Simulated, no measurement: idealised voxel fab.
process module | voxel spacer lines
cross-section cut | 275 nm wide | cells 5 nm
A cross-section is a grid of square cells, given in bands from the top down. A band is one or more rows of cells.
Each band's line starts with the height of the band's top and of its bottom, in nm. Then come its materials from left to right, each with its width in nm. One material with "throughout" fills the band from edge to edge. "air" is empty space.
Height 0 is the level under which the wafer as received is all one material. The lowest band goes on downwards, as in "0 down".
A width such as "30 to 40" changes by the same amount from each row of cells to the next, from the band's top row to its bottom row.
"no change" after a step means that no cell of the cross-section changed.
closed voids: empty space of 8 cells or more with no open way to the top, each as width x height at its distance from the left edge, in nm
after a step's settings: what the simulator itself notes on the step
overlay nm, on a step with a mask: how far to the right of its planned place the mask lay; to the left if negative
plan
1 op RECEIVE | material Si
2 op CONFORMAL_DEP | material Al2O3 | thk nm 5
3 op DIRECTIONAL_DEP | material W | thk nm 20
4 op DIRECTIONAL_DEP | material polySi | thk nm 20
5 op PATTERN | tone cover | mask id MANDREL | material resist | width nm 20 | pitch nm 60 | thk nm 25 | overlay nm 0
6 op DIRECTIONAL_ETCH | etch materials polySi | depth nm 20
7 op STRIP | etch materials resist
8 op CONFORMAL_DEP | material SiO2 | thk nm 10
9 op DIRECTIONAL_ETCH | etch materials SiO2 | depth nm 10
10 op STRIP | etch materials polySi
11 op DIRECTIONAL_ETCH | etch materials W | depth nm 20
12 op STRIP | etch materials SiO2
13 op FILL_DEP | material SiO2 | thk nm 5
14 op CMP | height nm 25
as received, after step 1
  0 down: Si throughout
  closed voids: none
first wafer at the end, as planned
  25 to 5: SiO2 85 | W 10 | SiO2 20 | W 10 | SiO2 20 | W 10 | SiO2 20 | W 10 | SiO2 90
  5 to 0: Al2O3 throughout
  0 down: Si throughout
  closed voids: none
second wafer at the end: like start, like plan, one mistake
  25 to 0: Al2O3 throughout
  0 down: Si throughout
  closed voids: none
what went wrong: step 3 ran as: op DIRECTIONAL_DEP | material Al2O3 | thk nm 20
at the end the second wafer has, in cells: 220 more of Al2O3 | 188 fewer of SiO2 | 32 fewer of W
